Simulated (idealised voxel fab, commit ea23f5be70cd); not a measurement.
Name of the process module below: voxel trench capacitor
160 nm wide, 5 nm square cells: that's cross-section cut.
Cross-sections here: square-cell grids, written as top-down lists of bands, a band being one or more rows of cells. Basically the band line says how high the top is and how high the bottom is, in nm, and then what's in it from left to right, every material with its width in nm. Empty space shows up as "empty", and if a single material carries "edge to edge" it runs the full band edge to edge. Heights are expressed relative to 0, this being the level below which the as-received wafer comprises one material exclusively. The lowest band is unbounded in the downward direction and is denoted as in "0 down". Quick explanation for "30..40": the width changes in equal steps down the rows of cells, from the first number in the band's top row to the second number in its bottom row. Any step labelled "no modification" changed none of the cells in the cross-section. In the "Closed void list" entry, you get each enclosed empty space of 8 cells or more, one with no open way to the top, written width x height at distance, distance from the left edge, in nm. Heads up: the bit after the settings on a step's line is the simulator's remark on that step. overlay nm: where the mask lay relative to plan, measured to the right, on steps with a mask; negatives go left.
[Below is the list of planned process steps]
- 1: RECEIVE, material Si
- 2: CONFORMAL_DEP, material SiN, thk nm 10
- 3: MASKED_ETCH, tone open, mask id TRENCH, width nm 30, pitch nm 45, etch materials SiN, depth nm 10, overlay nm 0
- 4: MASKED_ETCH, tone open, mask id TRENCH, width nm 30, pitch nm 45, etch materials Si, depth nm 40, overlay nm 0
- 5: CONFORMAL_DEP, material Al2O3, thk nm 5
- 6: CONFORMAL_DEP, material TiN, thk nm 5
- 7: FILL_DEP, material W, thk nm 5
- 8: CMP, height nm 10
[First of two wafers, processed according to plan]
[as received, after step 1]
- 0 down = Si edge to edge
- Closed void list: none
[Wafer after step 2 (cross-section)]
- 10 to 0 = SiN edge to edge
- For the remainder of the cross-section, below 0, there is no change.
[Wafer after step 3 (cross-section)]
- 10 to 0 = 40 nm SiN, then 30 nm empty, then 15 nm SiN, then 30 nm empty, then 45 nm SiN
- For the remainder of the cross-section, below 0, there is no change.
[Wafer after step 4 (cross-section)]
- 10 to 0 = 40 nm SiN, then 30 nm empty, then 15 nm SiN, then 30 nm empty, then 45 nm SiN
- 0 to -40 = 40 nm Si, then 30 nm empty, then 15 nm Si, then 30 nm empty, then 45 nm Si
- For the remainder of the cross-section, below -40, there is no change.
[Wafer after step 5 (cross-section)]
- 15 to 10 = 45 nm Al2O3, then 20 nm empty, then 25 nm Al2O3, then 20 nm empty, then 50 nm Al2O3
- 10 to 0 = 40 nm SiN, then 5 nm Al2O3, then 20 nm empty, then 5 nm Al2O3, then 15 nm SiN, then 5 nm Al2O3, then 20 nm empty, then 5 nm Al2O3, then 45 nm SiN
- 0 to -35 = 40 nm Si, then 5 nm Al2O3, then 20 nm empty, then 5 nm Al2O3, then 15 nm Si, then 5 nm Al2O3, then 20 nm empty, then 5 nm Al2O3, then 45 nm Si
- -35 to -40 = 40 nm Si, then 30 nm Al2O3, then 15 nm Si, then 30 nm Al2O3, then 45 nm Si
- For the remainder of the cross-section, below -40, there is no change.
[Wafer after step 6 (cross-section)]
- 20 to 15 = 50 nm TiN, then 10 nm empty, then 35 nm TiN, then 10 nm empty, then 55 nm TiN
- 15 to 10 = 45 nm Al2O3, then 5 nm TiN, then 10 nm empty, then 5 nm TiN, then 25 nm Al2O3, then 5 nm TiN, then 10 nm empty, then 5 nm TiN, then 50 nm Al2O3
- 10 to 0 = 40 nm SiN, then 5 nm Al2O3, then 5 nm TiN, then 10 nm empty, then 5 nm TiN, then 5 nm Al2O3, then 15 nm SiN, then 5 nm Al2O3, then 5 nm TiN, then 10 nm empty, then 5 nm TiN, then 5 nm Al2O3, then 45 nm SiN
- 0 to -30 = 40 nm Si, then 5 nm Al2O3, then 5 nm TiN, then 10 nm empty, then 5 nm TiN, then 5 nm Al2O3, then 15 nm Si, then 5 nm Al2O3, then 5 nm TiN, then 10 nm empty, then 5 nm TiN, then 5 nm Al2O3, then 45 nm Si
- -30 to -35 = 40 nm Si, then 5 nm Al2O3, then 20 nm TiN, then 5 nm Al2O3, then 15 nm Si, then 5 nm Al2O3, then 20 nm TiN, then 5 nm Al2O3, then 45 nm Si
- For the remainder of the cross-section, below -35, there is no change.
[Wafer after step 7 (cross-section)]
- 25 to 20 = W edge to edge
- 20 to 15 = 50 nm TiN, then 10 nm W, then 35 nm TiN, then 10 nm W, then 55 nm TiN
- 15 to 10 = 45 nm Al2O3, then 5 nm TiN, then 10 nm W, then 5 nm TiN, then 25 nm Al2O3, then 5 nm TiN, then 10 nm W, then 5 nm TiN, then 50 nm Al2O3
- 10 to 0 = 40 nm SiN, then 5 nm Al2O3, then 5 nm TiN, then 10 nm W, then 5 nm TiN, then 5 nm Al2O3, then 15 nm SiN, then 5 nm Al2O3, then 5 nm TiN, then 10 nm W, then 5 nm TiN, then 5 nm Al2O3, then 45 nm SiN
- 0 to -30 = 40 nm Si, then 5 nm Al2O3, then 5 nm TiN, then 10 nm W, then 5 nm TiN, then 5 nm Al2O3, then 15 nm Si, then 5 nm Al2O3, then 5 nm TiN, then 10 nm W, then 5 nm TiN, then 5 nm Al2O3, then 45 nm Si
- For the remainder of the cross-section, below -30, there is no change.
[Wafer after step 8 (cross-section)]
- 10 to 0 = 40 nm SiN, then 5 nm Al2O3, then 5 nm TiN, then 10 nm W, then 5 nm TiN, then 5 nm Al2O3, then 15 nm SiN, then 5 nm Al2O3, then 5 nm TiN, then 10 nm W, then 5 nm TiN, then 5 nm Al2O3, then 45 nm SiN
- For the remainder of the cross-section, below 0, there is no change.
[Wafer two of the pair: same origin, same plan, one error during the run; identical to wafer one up to and including step 4]
Second wafer, section view, time point: scheduled end of step 5: no modification
[Second wafer, section view, time point: scheduled end of step 6]
- 15 to 10 = 45 nm TiN, then 20 nm empty, then 25 nm TiN, then 20 nm empty, then 50 nm TiN
- 10 to 0 = 40 nm SiN, then 5 nm TiN, then 20 nm empty, then 5 nm TiN, then 15 nm SiN, then 5 nm TiN, then 20 nm empty, then 5 nm TiN, then 45 nm SiN
- 0 to -35 = 40 nm Si, then 5 nm TiN, then 20 nm empty, then 5 nm TiN, then 15 nm Si, then 5 nm TiN, then 20 nm empty, then 5 nm TiN, then 45 nm Si
- -35 to -40 = 40 nm Si, then 30 nm TiN, then 15 nm Si, then 30 nm TiN, then 45 nm Si
- For the remainder of the cross-section, below -40, there is no change.
[Second wafer, section view, time point: scheduled end of step 7]
- 20 to 15 = W edge to edge
- 15 to 10 = 45 nm TiN, then 20 nm W, then 25 nm TiN, then 20 nm W, then 50 nm TiN
- 10 to 0 = 40 nm SiN, then 5 nm TiN, then 20 nm W, then 5 nm TiN, then 15 nm SiN, then 5 nm TiN, then 20 nm W, then 5 nm TiN, then 45 nm SiN
- 0 to -35 = 40 nm Si, then 5 nm TiN, then 20 nm W, then 5 nm TiN, then 15 nm Si, then 5 nm TiN, then 20 nm W, then 5 nm TiN, then 45 nm Si
- For the remainder of the cross-section, below -35, there is no change.
[Second wafer, section view, time point: scheduled end of step 8]
- 10 to 0 = 40 nm SiN, then 5 nm TiN, then 20 nm W, then 5 nm TiN, then 15 nm SiN, then 5 nm TiN, then 20 nm W, then 5 nm TiN, then 45 nm SiN
- For the remainder of the cross-section, below 0, there is no change.
What broke from the plan during processing? the plan's step 5 went unexecuted, having been skipped
The closing comparison, in cells, has the second wafer with more or fewer of some materials than the first: Al2O3 -48, TiN +8, W +40
